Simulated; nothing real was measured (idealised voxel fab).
Documented hereafter: the process module known as voxel spacer lines.
The cross-section shown here is cut; it is 195 nm wide and divided into square cells measuring 5 nm on a side.
In this document a cross-section is written as a grid of square cells. It is given as a series of bands, listed from the top down, and a band is one or more rows of cells. Read a band's entry like this: the first values are the height of its top and the height of its bottom in nm, and what follows is the sequence of materials from left to right, each with its width in nm. Note that "empty" is empty space, and that a single material marked "all across" reaches across the band from edge to edge. Heads up on the height convention: 0 is the point under which the incoming wafer is all one material, and the lowest band has no bottom, it just keeps going down, like "from 0 down". The expression "30..40" gives the width at the extremes of the band, the first number at its top row of cells and the second at its bottom row, with the width changing by equal amounts from each row to the next in between. Take "no change occurred" at face value: in the step it is given for, the cross-section changed in none of its cells. Basically, "Sealed internal cavities" tells you about the enclosed voids: empty spaces with no open way to the top, 8 cells or bigger, each written width x height at distance, where distance is from the left edge, all in nm. Whatever follows a step's settings on its line is a remark the simulator itself makes about that step. overlay nm: on a step with a mask, how far right of its planned place the mask lay; negative means left.

-- Steps planned for the process
1: RECEIVE (material Si)
2: CONFORMAL_DEP (material SiO2; thk nm 10)
3: DIRECTIONAL_DEP (material TiN; thk nm 15)
4: DIRECTIONAL_DEP (material aC; thk nm 30)
5: PATTERN (tone cover; mask id MANDREL; material resist; width nm 20; pitch nm 70; thk nm 35; overlay nm 0)
6: DIRECTIONAL_ETCH (etch materials aC; depth nm 30)
7: STRIP (etch materials resist)
8: CONFORMAL_DEP (material SiN; thk nm 15)
9: DIRECTIONAL_ETCH (etch materials SiN; depth nm 15)
10: STRIP (etch materials aC)
11: DIRECTIONAL_ETCH (etch materials TiN; depth nm 15)
12: STRIP (etch materials SiN)

-- This is the cross-section of the wafer as we received it, i.e. after step 1
  from 0 down: Si all across
  Sealed internal cavities: none

-- The first of the two wafers as seen in cross-section once the module was finished; processing followed the plan
  from 25 to 10: 15 TiN  20 empty  15 TiN  20 empty  15 TiN  20 empty  15 TiN  20 empty  15 TiN  20 empty  15 TiN  5 empty
  from 10 to 0: SiO2 all across
  from 0 down: Si all across
  Sealed internal cavities: none

-- Wafer two cross-section, module end. Start and plan unchanged from wafer one; one mistake made during the run
  from 55 to 25: 15 TiN  20 aC  15 TiN  20 empty  15 TiN  20 aC  15 TiN  20 empty  15 TiN  20 aC  15 TiN  5 empty
  from 25 to 10: TiN all across
  from 10 to 0: SiO2 all across
  from 0 down: Si all across
  Sealed internal cavities: none
Run error: not per plan at step 8, really ran CONFORMAL_DEP (material TiN; thk nm 15)
The final cell counts differ between the wafers, with the second having more or fewer of some materials than the first: TiN +171, aC +72
